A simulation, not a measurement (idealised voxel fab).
The process module that follows is named voxel capacitor over wiring.
Xsec cut, 155 nm wide, square cell size 5 nm.
When this document writes out a cross-section, it uses a grid of square cells and lists it as bands, beginning at the top and moving down, with a band standing for one or more rows of cells. What a band's entry tells you: where the top is and where the bottom is, as heights in nm, and after that what lies inside, material by material from left to right, each with its width in nm. Empty space is written as the word "air", and a single material marked with the word "throughout" occupies the band from edge to edge. Height reference: 0 = level under which incoming wafer is all one material. Lowest band: no bottom, runs on downward, e.g. "0 and below". Quick explanation for "30..40": the width changes in equal steps down the rows of cells, from the first number in the band's top row to the second number in its bottom row. The designation "no modification", where it is given for a processing step, indicates that no cell of the cross-section was altered in the course of that step. "Closed void inventory" - sealed voids, min. 8 cells, no opening to top; format: width x height at distance (distance from left edge; nm throughout). after a step's settings: what the simulator itself notes on the step. overlay nm: for a step with a mask, the amount by which the mask lay right of where it was planned; a negative amount means left of it. Reading key. Pairs: pre-step and post-step cross-section, one process step apart; post-step view only to lowest changed band. Step between + settings: beneath pair. Runs: pairs may be from different runs of this module, same starting wafer. Continuation from pair above: only where "Pre-process cross-section" entry says.

## Pre-process cross-section
* 110 down to 105: Cu throughout
* 105 down to 100: TiN (40) | Cu (5) | TiN (110)
* 100 down to 90: SiO2 (35..25) | TiN (15..75) | SiO2 (105..55)
* 90 down to 85: SiO2 (25) | SiN (75) | SiO2 (55)
* 85 down to 80: SiO2 (20) | TiN (85) | SiO2 (50)
* 80 down to 75: Ru throughout
* 75 down to 70: TiN (30) | Ru (5) | TiN (120)
* 70 down to 50: SiO2 (25) | TiN (5) | Ru (5) | TiN (5) | SiO2 (115)
* 50 down to 45: SiCN (25) | TiN (15) | SiCN (115)
* 45 down to 40: SiCN (10) | Ru (35) | SiCN (60) | Ru (35) | SiCN (15)
* 40 down to 15: SiO2 (15) | TiN (5) | Cu (15) | TiN (5) | SiO2 (70) | TiN (5) | Cu (15) | TiN (5) | SiO2 (20)
* 15 down to 10: SiCN (15) | TiN (25) | SiCN (70) | TiN (25) | SiCN (20)
* 10 down to 0: SiO2 throughout
* 0 and below: Si throughout
* Closed void inventory: none

## Resulting Structure
* 100 down to 90: SiO2 (35..25) | TiN (15..75) | SiO2 (105..55)
* At heights below 90, the structure remains unaltered.
* Closed void inventory: none
It is this step that lies between the two cross-sections above: CMP, height nm 100

Pre-process cross-section: identical to the post-step cross-section of the immediately preceding pair.

## Resulting Structure
* 105 down to 100: SiCN throughout
* At heights below 100, the structure remains unaltered.
* Closed void inventory: none
It is this step that lies between the two cross-sections above: CONFORMAL_DEP, material SiCN, thk nm 5

## Pre-process cross-section
* 100 down to 85: aC throughout
* 85 down to 80: TiN throughout
* 80 down to 75: SiN throughout
* 75 down to 70: TiN throughout
* 70 down to 50: SiO2 (25) | TiN (5) | Ru (5) | TiN (5) | SiO2 (115)
* 50 down to 45: SiCN (25) | TiN (15) | SiCN (115)
* 45 down to 40: SiCN (10) | Ru (35) | SiCN (60) | Ru (35) | SiCN (15)
* 40 down to 15: SiO2 (15) | TiN (5) | Cu (15) | TiN (5) | SiO2 (70) | TiN (5) | Cu (15) | TiN (5) | SiO2 (20)
* 15 down to 10: SiCN (15) | TiN (25) | SiCN (70) | TiN (25) | SiCN (20)
* 10 down to 0: SiO2 throughout
* 0 and below: Si throughout
* Closed void inventory: none

## Resulting Structure
* 135 down to 100: air (25) | resist (80) | air (50)
* At heights below 100, the structure remains unaltered.
* Closed void inventory: none
It is this step that lies between the two cross-sections above: PATTERN, tone cover, mask id UPPER_PLATE, material resist, width nm 80, thk nm 35, overlay nm 0

Pre-process cross-section: identical to the post-step cross-section of the immediately preceding pair.

## Resulting Structure
* 120 down to 100: air (25) | resist (80) | air (50)
* 100 down to 85: air (25) | aC (80) | air (50)
* At heights below 85, the structure remains unaltered.
* Closed void inventory: none
It is this step that lies between the two cross-sections above: DIRECTIONAL_ETCH, etch materials aC, depth nm 15

Pre-process cross-section: identical to the post-step cross-section of the immediately preceding pair.

## Resulting Structure
* 100 down to 85: air (25) | aC (80) | air (50)
* At heights below 85, the structure remains unaltered.
* Closed void inventory: none
It is this step that lies between the two cross-sections above: STRIP, etch materials resist

Pre-process cross-section: identical to the post-step cross-section of the immediately preceding pair.

## Resulting Structure
* 100 down to 85: air (25) | aC (80) | air (50)
* 85 down to 80: air (25) | TiN (80) | air (50)
* At heights below 80, the structure remains unaltered.
* Closed void inventory: none
It is this step that lies between the two cross-sections above: DIRECTIONAL_ETCH, etch materials TiN, depth nm 5

Pre-process cross-section: identical to the post-step cross-section of the immediately preceding pair.

## Resulting Structure
* 100 down to 85: air (25) | aC (80) | air (50)
* 85 down to 80: air (25) | TiN (80) | air (50)
* 80 down to 75: air (25) | SiN (80) | air (50)
* At heights below 75, the structure remains unaltered.
* Closed void inventory: none
It is this step that lies between the two cross-sections above: DIRECTIONAL_ETCH, etch materials SiN, depth nm 5

Pre-process cross-section: identical to the post-step cross-section of the immediately preceding pair.

## Resulting Structure
* 85 down to 80: air (25) | TiN (80) | air (50)
* At heights below 80, the structure remains unaltered.
* Closed void inventory: none
It is this step that lies between the two cross-sections above: STRIP, etch materials aC

Pre-process cross-section: identical to the post-step cross-section of the immediately preceding pair.

## Resulting Structure
* 85 down to 80: air (25) | TiN (80) | air (50)
* 80 down to 75: air (25) | SiN (80) | air (50)
* 75 down to 70: air (20) | TiN (85) | air (50)
* At heights below 70, the structure remains unaltered.
* Closed void inventory: none
It is this step that lies between the two cross-sections above: MASKED_ETCH, tone cover, mask id LOWER_PLATE, width nm 85, etch materials TiN, depth nm 5, overlay nm 0

Pre-process cross-section: identical to the post-step cross-section of the immediately preceding pair.

## Resulting Structure
* 105 down to 85: SiO2 throughout
* 85 down to 80: SiO2 (25) | TiN (80) | SiO2 (50)
* 80 down to 75: SiO2 (25) | SiN (80) | SiO2 (50)
* 75 down to 70: SiO2 (20) | TiN (85) | SiO2 (50)
* At heights below 70, the structure remains unaltered.
* Closed void inventory: none
It is this step that lies between the two cross-sections above: FILL_DEP, material SiO2, thk nm 20

Pre-process cross-section: identical to the post-step cross-section of the immediately preceding pair.

## Resulting Structure
* 100 down to 85: SiO2 throughout
* At heights below 85, the structure remains unaltered.
* Closed void inventory: none
It is this step that lies between the two cross-sections above: CMP, height nm 100

Pre-process cross-section: identical to the post-step cross-section of the immediately preceding pair.

## Resulting Structure
* 100 down to 85: SiO2 (35) | air (15) | SiO2 (105)
* At heights below 85, the structure remains unaltered.
* Closed void inventory: none
It is this step that lies between the two cross-sections above: MASKED_ETCH, tone open, mask id PLUG_2, width nm 15, etch materials SiO2, depth nm 15, overlay nm 0

Pre-process cross-section: identical to the post-step cross-section of the immediately preceding pair.

## Resulting Structure
* 105 down to 100: TiN (40) | air (5) | TiN (110)
* 100 down to 90: SiO2 (35) | TiN (5) | air (5) | TiN (5) | SiO2 (105)
* 90 down to 80: SiO2 (35..25) | TiN (15..80) | SiO2 (105..50)
* At heights below 80, the structure remains unaltered.
* Closed void inventory: none
It is this step that lies between the two cross-sections above: CONFORMAL_DEP, material TiN, thk nm 5

Pre-process cross-section: identical to the post-step cross-section of the immediately preceding pair.

## Resulting Structure
* 110 down to 105: Cu throughout
* 105 down to 100: TiN (40) | Cu (5) | TiN (110)
* 100 down to 90: SiO2 (35) | TiN (5) | Cu (5) | TiN (5) | SiO2 (105)
* At heights below 90, the structure remains unaltered.
* Closed void inventory: none
It is this step that lies between the two cross-sections above: FILL_DEP, material Cu, thk nm 5

Pre-process cross-section: identical to the post-step cross-section of the immediately preceding pair.

## Resulting Structure
* 100 down to 90: SiO2 (35) | TiN (5) | Cu (5) | TiN (5) | SiO2 (105)
* At heights below 90, the structure remains unaltered.
* Closed void inventory: none
It is this step that lies between the two cross-sections above: CMP, height nm 100

Pre-process cross-section: identical to the post-step cross-section of the immediately preceding pair.

## Resulting Structure
* 105 down to 100: SiCN throughout
* At heights below 100, the structure remains unaltered.
* Closed void inventory: none
It is this step that lies between the two cross-sections above: CONFORMAL_DEP, material SiCN, thk nm 5

## Pre-process cross-section
* 85 down to 80: air (25) | TiN (75) | air (55)
* 80 down to 75: air (25) | SiN (75) | air (55)
* 75 down to 70: TiN throughout
* 70 down to 50: SiO2 (25) | TiN (5) | Ru (5) | TiN (5) | SiO2 (115)
* 50 down to 45: SiCN (25) | TiN (15) | SiCN (115)
* 45 down to 40: SiCN (10) | Ru (35) | SiCN (60) | Ru (35) | SiCN (15)
* 40 down to 15: SiO2 (15) | TiN (5) | Cu (15) | TiN (5) | SiO2 (70) | TiN (5) | Cu (15) | TiN (5) | SiO2 (20)
* 15 down to 10: SiCN (15) | TiN (25) | SiCN (70) | TiN (25) | SiCN (20)
* 10 down to 0: SiO2 throughout
* 0 and below: Si throughout
* Closed void inventory: none

## Resulting Structure
* 85 down to 80: air (25) | TiN (75) | air (55)
* 80 down to 75: air (25) | SiN (75) | air (55)
* 75 down to 70: air (15) | TiN (85) | air (55)
* At heights below 70, the structure remains unaltered.
* Closed void inventory: none
It is this step that lies between the two cross-sections above: MASKED_ETCH, tone cover, mask id LOWER_PLATE, width nm 85, etch materials TiN, depth nm 5, overlay nm -5

Pre-process cross-section: identical to the post-step cross-section of the immediately preceding pair.

## Resulting Structure
* 105 down to 85: SiO2 throughout
* 85 down to 80: SiO2 (25) | TiN (75) | SiO2 (55)
* 80 down to 75: SiO2 (25) | SiN (75) | SiO2 (55)
* 75 down to 70: SiO2 (15) | TiN (85) | SiO2 (55)
* At heights below 70, the structure remains unaltered.
* Closed void inventory: none
It is this step that lies between the two cross-sections above: FILL_DEP, material SiO2, thk nm 20

Pre-process cross-section: identical to the post-step cross-section of the immediately preceding pair.

## Resulting Structure
* 100 down to 85: SiO2 throughout
* At heights below 85, the structure remains unaltered.
* Closed void inventory: none
It is this step that lies between the two cross-sections above: CMP, height nm 100

Pre-process cross-section: identical to the post-step cross-section of the immediately preceding pair.

## Resulting Structure
* 100 down to 85: SiO2 (35) | air (15) | SiO2 (105)
* At heights below 85, the structure remains unaltered.
* Closed void inventory: none
It is this step that lies between the two cross-sections above: MASKED_ETCH, tone open, mask id PLUG_2, width nm 15, etch materials SiO2, depth nm 15, overlay nm 0

Pre-process cross-section: identical to the post-step cross-section of the immediately preceding pair.

## Resulting Structure
* 105 down to 100: TiN (40) | air (5) | TiN (110)
* 100 down to 90: SiO2 (35) | TiN (5) | air (5) | TiN (5) | SiO2 (105)
* 90 down to 80: SiO2 (35..25) | TiN (15..75) | SiO2 (105..55)
* At heights below 80, the structure remains unaltered.
* Closed void inventory: none
It is this step that lies between the two cross-sections above: CONFORMAL_DEP, material TiN, thk nm 5

Pre-process cross-section: identical to the post-step cross-section of the immediately preceding pair.

## Resulting Structure
* 110 down to 105: Cu throughout
* 105 down to 100: TiN (40) | Cu (5) | TiN (110)
* 100 down to 90: SiO2 (35) | TiN (5) | Cu (5) | TiN (5) | SiO2 (105)
* At heights below 90, the structure remains unaltered.
* Closed void inventory: none
It is this step that lies between the two cross-sections above: FILL_DEP, material Cu, thk nm 5

Pre-process cross-section: identical to the post-step cross-section of the immediately preceding pair.

## Resulting Structure
* 100 down to 90: SiO2 (35) | TiN (5) | Cu (5) | TiN (5) | SiO2 (105)
* At heights below 90, the structure remains unaltered.
* Closed void inventory: none
It is this step that lies between the two cross-sections above: CMP, height nm 100

Pre-process cross-section: identical to the post-step cross-section of the immediately preceding pair.

## Resulting Structure
* 105 down to 100: SiCN throughout
* At heights below 100, the structure remains unaltered.
* Closed void inventory: none
It is this step that lies between the two cross-sections above: CONFORMAL_DEP, material SiCN, thk nm 5

## Pre-process cross-section
* 0 and below: Si throughout
* Closed void inventory: none

## Resulting Structure
* 10 down to 0: Cu throughout
* At heights below 0, the structure remains unaltered.
* Closed void inventory: none
It is this step that lies between the two cross-sections above: CONFORMAL_DEP, material Cu, thk nm 10

Pre-process cross-section: identical to the post-step cross-section of the immediately preceding pair.

## Resulting Structure
* 15 down to 10: SiCN throughout
* At heights below 10, the structure remains unaltered.
* Closed void inventory: none
It is this step that lies between the two cross-sections above: CONFORMAL_DEP, material SiCN, thk nm 5

Pre-process cross-section: identical to the post-step cross-section of the immediately preceding pair.

## Resulting Structure
* 40 down to 15: SiO2 throughout
* At heights below 15, the structure remains unaltered.
* Closed void inventory: none
It is this step that lies between the two cross-sections above: DIRECTIONAL_DEP, material SiO2, thk nm 25

Pre-process cross-section: identical to the post-step cross-section of the immediately preceding pair.

## Resulting Structure
* 40 down to 15: SiO2 (15) | air (25) | SiO2 (70) | air (25) | SiO2 (20)
* At heights below 15, the structure remains unaltered.
* Closed void inventory: none
It is this step that lies between the two cross-sections above: MASKED_ETCH, tone open, mask id METAL_1, width nm 25, pitch nm 95, etch materials SiO2, depth nm 25, overlay nm 0

Pre-process cross-section: identical to the post-step cross-section of the immediately preceding pair.

## Resulting Structure
* 40 down to 15: SiO2 (15) | air (25) | SiO2 (70) | air (25) | SiO2 (20)
* 15 down to 10: SiCN (15) | air (25) | SiCN (70) | air (25) | SiCN (20)
* At heights below 10, the structure remains unaltered.
* Closed void inventory: none
It is this step that lies between the two cross-sections above: MASKED_ETCH, tone open, mask id METAL_1, width nm 25, pitch nm 95, etch materials SiCN, depth nm 5, overlay nm 0

Pre-process cross-section: identical to the post-step cross-section of the immediately preceding pair.

## Resulting Structure
* 45 down to 40: TiN (20) | air (15) | TiN (80) | air (15) | TiN (25)
* 40 down to 15: SiO2 (15) | TiN (5) | air (15) | TiN (5) | SiO2 (70) | TiN (5) | air (15) | TiN (5) | SiO2 (20)
* 15 down to 10: SiCN (15) | TiN (25) | SiCN (70) | TiN (25) | SiCN (20)
* At heights below 10, the structure remains unaltered.
* Closed void inventory: none
It is this step that lies between the two cross-sections above: CONFORMAL_DEP, material TiN, thk nm 5

Pre-process cross-section: identical to the post-step cross-section of the immediately preceding pair.

## Resulting Structure
* 50 down to 45: Cu throughout
* 45 down to 40: TiN (20) | Cu (15) | TiN (80) | Cu (15) | TiN (25)
* 40 down to 15: SiO2 (15) | TiN (5) | Cu (15) | TiN (5) | SiO2 (70) | TiN (5) | Cu (15) | TiN (5) | SiO2 (20)
* At heights below 15, the structure remains unaltered.
* Closed void inventory: none
It is this step that lies between the two cross-sections above: FILL_DEP, material Cu, thk nm 5

Pre-process cross-section: identical to the post-step cross-section of the immediately preceding pair.

## Resulting Structure
* 40 down to 15: SiO2 (15) | TiN (5) | Cu (15) | TiN (5) | SiO2 (70) | TiN (5) | Cu (15) | TiN (5) | SiO2 (20)
* At heights below 15, the structure remains unaltered.
* Closed void inventory: none
It is this step that lies between the two cross-sections above: CMP, height nm 40

Pre-process cross-section: identical to the post-step cross-section of the immediately preceding pair.

## Resulting Structure
* 45 down to 40: air (10) | Ru (35) | air (60) | Ru (35) | air (15)
* At heights below 40, the structure remains unaltered.
* Closed void inventory: none
It is this step that lies between the two cross-sections above: EPI, material Ru, thk nm 5

Pre-process cross-section: identical to the post-step cross-section of the immediately preceding pair.

## Resulting Structure
* 50 down to 45: SiCN throughout
* 45 down to 40: SiCN (10) | Ru (35) | SiCN (60) | Ru (35) | SiCN (15)
* At heights below 40, the structure remains unaltered.
* Closed void inventory: none
It is this step that lies between the two cross-sections above: FILL_DEP, material SiCN, thk nm 5

Pre-process cross-section: identical to the post-step cross-section of the immediately preceding pair.

## Resulting Structure
* 70 down to 50: SiO2 throughout
* At heights below 50, the structure remains unaltered.
* Closed void inventory: none
It is this step that lies between the two cross-sections above: DIRECTIONAL_DEP, material SiO2, thk nm 20

Pre-process cross-section: identical to the post-step cross-section of the immediately preceding pair.

## Resulting Structure
* 70 down to 50: SiO2 (25) | air (15) | SiO2 (115)
* At heights below 50, the structure remains unaltered.
* Closed void inventory: none
It is this step that lies between the two cross-sections above: MASKED_ETCH, tone open, mask id PLUG_1, width nm 15, etch materials SiO2, depth nm 20, overlay nm 0

Pre-process cross-section: identical to the post-step cross-section of the immediately preceding pair.

## Resulting Structure
* 70 down to 50: SiO2 (25) | air (15) | SiO2 (115)
* 50 down to 45: SiCN (25) | air (15) | SiCN (115)
* At heights below 45, the structure remains unaltered.
* Closed void inventory: none
It is this step that lies between the two cross-sections above: MASKED_ETCH, tone open, mask id PLUG_1, width nm 15, etch materials SiCN, depth nm 5, overlay nm 0

Pre-process cross-section: identical to the post-step cross-section of the immediately preceding pair.

## Resulting Structure
* 75 down to 70: TiN (30) | air (5) | TiN (120)
* 70 down to 50: SiO2 (25) | TiN (5) | air (5) | TiN (5) | SiO2 (115)
* 50 down to 45: SiCN (25) | TiN (15) | SiCN (115)
* At heights below 45, the structure remains unaltered.
* Closed void inventory: none
It is this step that lies between the two cross-sections above: CONFORMAL_DEP, material TiN, thk nm 5

Pre-process cross-section: identical to the post-step cross-section of the immediately preceding pair.

## Resulting Structure
* 85 down to 75: Ru throughout
* 75 down to 70: TiN (30) | Ru (5) | TiN (120)
* 70 down to 50: SiO2 (25) | TiN (5) | Ru (5) | TiN (5) | SiO2 (115)
* At heights below 50, the structure remains unaltered.
* Closed void inventory: none
It is this step that lies between the two cross-sections above: FILL_DEP, material Ru, thk nm 10

Pre-process cross-section: identical to the post-step cross-section of the immediately preceding pair.

## Resulting Structure
* 70 down to 50: SiO2 (25) | TiN (5) | Ru (5) | TiN (5) | SiO2 (115)
* At heights below 50, the structure remains unaltered.
* Closed void inventory: none
It is this step that lies between the two cross-sections above: CMP, height nm 70

Pre-process cross-section: identical to the post-step cross-section of the immediately preceding pair.

## Resulting Structure
* 75 down to 70: TiN throughout
* At heights below 70, the structure remains unaltered.
* Closed void inventory: none
It is this step that lies between the two cross-sections above: DIRECTIONAL_DEP, material TiN, thk nm 5

Pre-process cross-section: identical to the post-step cross-section of the immediately preceding pair.

## Resulting Structure
* 80 down to 75: SiN throughout
* At heights below 75, the structure remains unaltered.
* Closed void inventory: none
It is this step that lies between the two cross-sections above: DIRECTIONAL_DEP, material SiN, thk nm 5

Pre-process cross-section: identical to the post-step cross-section of the immediately preceding pair.

## Resulting Structure
* 85 down to 80: TiN throughout
* At heights below 80, the structure remains unaltered.
* Closed void inventory: none
It is this step that lies between the two cross-sections above: DIRECTIONAL_DEP, material TiN, thk nm 5

Pre-process cross-section: identical to the post-step cross-section of the immediately preceding pair.

## Resulting Structure
* 100 down to 85: aC throughout
* At heights below 85, the structure remains unaltered.
* Closed void inventory: none
It is this step that lies between the two cross-sections above: DIRECTIONAL_DEP, material aC, thk nm 15

Pre-process cross-section: identical to the post-step cross-section of the immediately preceding pair.

## Resulting Structure
* 135 down to 100: air (25) | resist (75) | air (55)
* At heights below 100, the structure remains unaltered.
* Closed void inventory: none
It is this step that lies between the two cross-sections above: PATTERN, tone cover, mask id UPPER_PLATE, material resist, width nm 75, thk nm 35, overlay nm 0

Pre-process cross-section: identical to the post-step cross-section of the immediately preceding pair.

## Resulting Structure
* 120 down to 100: air (25) | resist (75) | air (55)
* 100 down to 85: air (25) | aC (75) | air (55)
* At heights below 85, the structure remains unaltered.
* Closed void inventory: none
It is this step that lies between the two cross-sections above: DIRECTIONAL_ETCH, etch materials aC, depth nm 15

Pre-process cross-section: identical to the post-step cross-section of the immediately preceding pair.

## Resulting Structure
* 100 down to 85: air (25) | aC (75) | air (55)
* At heights below 85, the structure remains unaltered.
* Closed void inventory: none
It is this step that lies between the two cross-sections above: STRIP, etch materials resist

Pre-process cross-section: identical to the post-step cross-section of the immediately preceding pair.

## Resulting Structure
* 100 down to 85: air (25) | aC (75) | air (55)
* 85 down to 80: air (25) | TiN (75) | air (55)
* At heights below 80, the structure remains unaltered.
* Closed void inventory: none
It is this step that lies between the two cross-sections above: DIRECTIONAL_ETCH, etch materials TiN, depth nm 5

Pre-process cross-section: identical to the post-step cross-section of the immediately preceding pair.

## Resulting Structure
* 100 down to 85: air (25) | aC (75) | air (55)
* 85 down to 80: air (25) | TiN (75) | air (55)
* 80 down to 75: air (25) | SiN (75) | air (55)
* At heights below 75, the structure remains unaltered.
* Closed void inventory: none
It is this step that lies between the two cross-sections above: DIRECTIONAL_ETCH, etch materials SiN, depth nm 5

Pre-process cross-section: identical to the post-step cross-section of the immediately preceding pair.

## Resulting Structure
* 85 down to 80: air (25) | TiN (75) | air (55)
* At heights below 80, the structure remains unaltered.
* Closed void inventory: none
It is this step that lies between the two cross-sections above: STRIP, etch materials aC

Pre-process cross-section: identical to the post-step cross-section of the immediately preceding pair.

## Resulting Structure
* 85 down to 80: air (25) | TiN (75) | air (55)
* 80 down to 75: air (25) | SiN (75) | air (55)
* 75 down to 70: air (20) | TiN (85) | air (50)
* At heights below 70, the structure remains unaltered.
* Closed void inventory: none
It is this step that lies between the two cross-sections above: MASKED_ETCH, tone cover, mask id LOWER_PLATE, width nm 85, etch materials TiN, depth nm 5, overlay nm 0

Pre-process cross-section: identical to the post-step cross-section of the immediately preceding pair.

## Resulting Structure
* 105 down to 85: SiO2 throughout
* 85 down to 80: SiO2 (25) | TiN (75) | SiO2 (55)
* 80 down to 75: SiO2 (25) | SiN (75) | SiO2 (55)
* 75 down to 70: SiO2 (20) | TiN (85) | SiO2 (50)
* At heights below 70, the structure remains unaltered.
* Closed void inventory: none
It is this step that lies between the two cross-sections above: FILL_DEP, material SiO2, thk nm 20

Pre-process cross-section: identical to the post-step cross-section of the immediately preceding pair.

## Resulting Structure
* 100 down to 85: SiO2 throughout
* At heights below 85, the structure remains unaltered.
* Closed void inventory: none
It is this step that lies between the two cross-sections above: CMP, height nm 100

Pre-process cross-section: identical to the post-step cross-section of the immediately preceding pair.

## Resulting Structure
* 100 down to 85: SiO2 (35) | air (15) | SiO2 (105)
* At heights below 85, the structure remains unaltered.
* Closed void inventory: none
It is this step that lies between the two cross-sections above: MASKED_ETCH, tone open, mask id PLUG_2, width nm 15, etch materials SiO2, depth nm 15, overlay nm 0

Pre-process cross-section: identical to the post-step cross-section of the immediately preceding pair.

## Resulting Structure
* 105 down to 100: TiN (40) | air (5) | TiN (110)
* 100 down to 90: SiO2 (35) | TiN (5) | air (5) | TiN (5) | SiO2 (105)
* 90 down to 80: SiO2 (35..25) | TiN (15..75) | SiO2 (105..55)
* At heights below 80, the structure remains unaltered.
* Closed void inventory: none
It is this step that lies between the two cross-sections above: CONFORMAL_DEP, material TiN, thk nm 5

Pre-process cross-section: identical to the post-step cross-section of the immediately preceding pair.

## Resulting Structure
* 110 down to 105: Cu throughout
* 105 down to 100: TiN (40) | Cu (5) | TiN (110)
* 100 down to 90: SiO2 (35) | TiN (5) | Cu (5) | TiN (5) | SiO2 (105)
* At heights below 90, the structure remains unaltered.
* Closed void inventory: none
It is this step that lies between the two cross-sections above: FILL_DEP, material Cu, thk nm 5

Pre-process cross-section: identical to the post-step cross-section of the immediately preceding pair.

## Resulting Structure
* 100 down to 90: SiO2 (35) | TiN (5) | Cu (5) | TiN (5) | SiO2 (105)
* At heights below 90, the structure remains unaltered.
* Closed void inventory: none
It is this step that lies between the two cross-sections above: CMP, height nm 100

Pre-process cross-section: identical to the post-step cross-section of the immediately preceding pair.

## Resulting Structure
* 105 down to 100: SiCN throughout
* At heights below 100, the structure remains unaltered.
* Closed void inventory: none
It is this step that lies between the two cross-sections above: CONFORMAL_DEP, material SiCN, thk nm 5

## Pre-process cross-section
* 100 down to 85: aC throughout
* 85 down to 80: TiN throughout
* 80 down to 75: SiN throughout
* 75 down to 70: TiN throughout
* 70 down to 50: SiO2 (25) | TiN (5) | Ru (5) | TiN (5) | SiO2 (115)
* 50 down to 45: SiCN (25) | TiN (15) | SiCN (115)
* 45 down to 40: SiCN (10) | Ru (35) | SiCN (60) | Ru (35) | SiCN (15)
* 40 down to 15: SiO2 (15) | TiN (5) | Cu (15) | TiN (5) | SiO2 (70) | TiN (5) | Cu (15) | TiN (5) | SiO2 (20)
* 15 down to 10: SiCN (15) | TiN (25) | SiCN (70) | TiN (25) | SiCN (20)
* 10 down to 0: SiO2 throughout
* 0 and below: Si throughout
* Closed void inventory: none

## Resulting Structure
* 135 down to 100: resist (25) | air (75) | resist (55)
* At heights below 100, the structure remains unaltered.
* Closed void inventory: none
It is this step that lies between the two cross-sections above: PATTERN, tone open, mask id UPPER_PLATE, material resist, width nm 75, thk nm 35, overlay nm 0

Pre-process cross-section: identical to the post-step cross-section of the immediately preceding pair.

## Resulting Structure
* 120 down to 100: resist (25) | air (75) | resist (55)
* 100 down to 85: aC (25) | air (75) | aC (55)
* At heights below 85, the structure remains unaltered.
* Closed void inventory: none
It is this step that lies between the two cross-sections above: DIRECTIONAL_ETCH, etch materials aC, depth nm 15

Pre-process cross-section: identical to the post-step cross-section of the immediately preceding pair.

## Resulting Structure
* 100 down to 85: aC (25) | air (75) | aC (55)
* At heights below 85, the structure remains unaltered.
* Closed void inventory: none
It is this step that lies between the two cross-sections above: STRIP, etch materials resist

Pre-process cross-section: identical to the post-step cross-section of the immediately preceding pair.

## Resulting Structure
* 100 down to 85: aC (25) | air (75) | aC (55)
* 85 down to 80: TiN (25) | air (75) | TiN (55)
* At heights below 80, the structure remains unaltered.
* Closed void inventory: none
It is this step that lies between the two cross-sections above: DIRECTIONAL_ETCH, etch materials TiN, depth nm 5

Pre-process cross-section: identical to the post-step cross-section of the immediately preceding pair.

## Resulting Structure
* 100 down to 85: aC (25) | air (75) | aC (55)
* 85 down to 80: TiN (25) | air (75) | TiN (55)
* 80 down to 75: SiN (25) | air (75) | SiN (55)
* At heights below 75, the structure remains unaltered.
* Closed void inventory: none
It is this step that lies between the two cross-sections above: DIRECTIONAL_ETCH, etch materials SiN, depth nm 5

Pre-process cross-section: identical to the post-step cross-section of the immediately preceding pair.

## Resulting Structure
* 85 down to 80: TiN (25) | air (75) | TiN (55)
* At heights below 80, the structure remains unaltered.
* Closed void inventory: none
It is this step that lies between the two cross-sections above: STRIP, etch materials aC

Pre-process cross-section: identical to the post-step cross-section of the immediately preceding pair.

## Resulting Structure
* 85 down to 80: air (20) | TiN (5) | air (75) | TiN (5) | air (50)
* At heights below 80, the structure remains unaltered.
* Closed void inventory: none
It is this step that lies between the two cross-sections above: MASKED_ETCH, tone cover, mask id LOWER_PLATE, width nm 85, etch materials TiN, depth nm 5, overlay nm 0

Pre-process cross-section: identical to the post-step cross-section of the immediately preceding pair.

## Resulting Structure
* 105 down to 85: SiO2 throughout
* 85 down to 80: SiO2 (20) | TiN (5) | SiO2 (75) | TiN (5) | SiO2 (50)
* 80 down to 75: SiN (25) | SiO2 (75) | SiN (55)
* At heights below 75, the structure remains unaltered.
* Closed void inventory: none
It is this step that lies between the two cross-sections above: FILL_DEP, material SiO2, thk nm 20

Pre-process cross-section: identical to the post-step cross-section of the immediately preceding pair.

## Resulting Structure
* 100 down to 85: SiO2 throughout
* At heights below 85, the structure remains unaltered.
* Closed void inventory: none
It is this step that lies between the two cross-sections above: CMP, height nm 100

Pre-process cross-section: identical to the post-step cross-section of the immediately preceding pair.

## Resulting Structure
* 100 down to 85: SiO2 (35) | air (15) | SiO2 (105)
* At heights below 85, the structure remains unaltered.
* Closed void inventory: none
It is this step that lies between the two cross-sections above: MASKED_ETCH, tone open, mask id PLUG_2, width nm 15, etch materials SiO2, depth nm 15, overlay nm 0

Pre-process cross-section: identical to the post-step cross-section of the immediately preceding pair.

## Resulting Structure
* 105 down to 100: TiN (40) | air (5) | TiN (110)
* 100 down to 90: SiO2 (35) | TiN (5) | air (5) | TiN (5) | SiO2 (105)
* 90 down to 85: SiO2 (35) | TiN (15) | SiO2 (105)
* At heights below 85, the structure remains unaltered.
* Closed void inventory: none
It is this step that lies between the two cross-sections above: CONFORMAL_DEP, material TiN, thk nm 5

Pre-process cross-section: identical to the post-step cross-section of the immediately preceding pair.

## Resulting Structure
* 110 down to 105: Cu throughout
* 105 down to 100: TiN (40) | Cu (5) | TiN (110)
* 100 down to 90: SiO2 (35) | TiN (5) | Cu (5) | TiN (5) | SiO2 (105)
* At heights below 90, the structure remains unaltered.
* Closed void inventory: none
It is this step that lies between the two cross-sections above: FILL_DEP, material Cu, thk nm 5

Pre-process cross-section: identical to the post-step cross-section of the immediately preceding pair.

## Resulting Structure
* 100 down to 90: SiO2 (35) | TiN (5) | Cu (5) | TiN (5) | SiO2 (105)
* At heights below 90, the structure remains unaltered.
* Closed void inventory: none
It is this step that lies between the two cross-sections above: CMP, height nm 100

Pre-process cross-section: identical to the post-step cross-section of the immediately preceding pair.

## Resulting Structure
* 105 down to 100: SiCN throughout
* At heights below 100, the structure remains unaltered.
* Closed void inventory: none
It is this step that lies between the two cross-sections above: CONFORMAL_DEP, material SiCN, thk nm 5
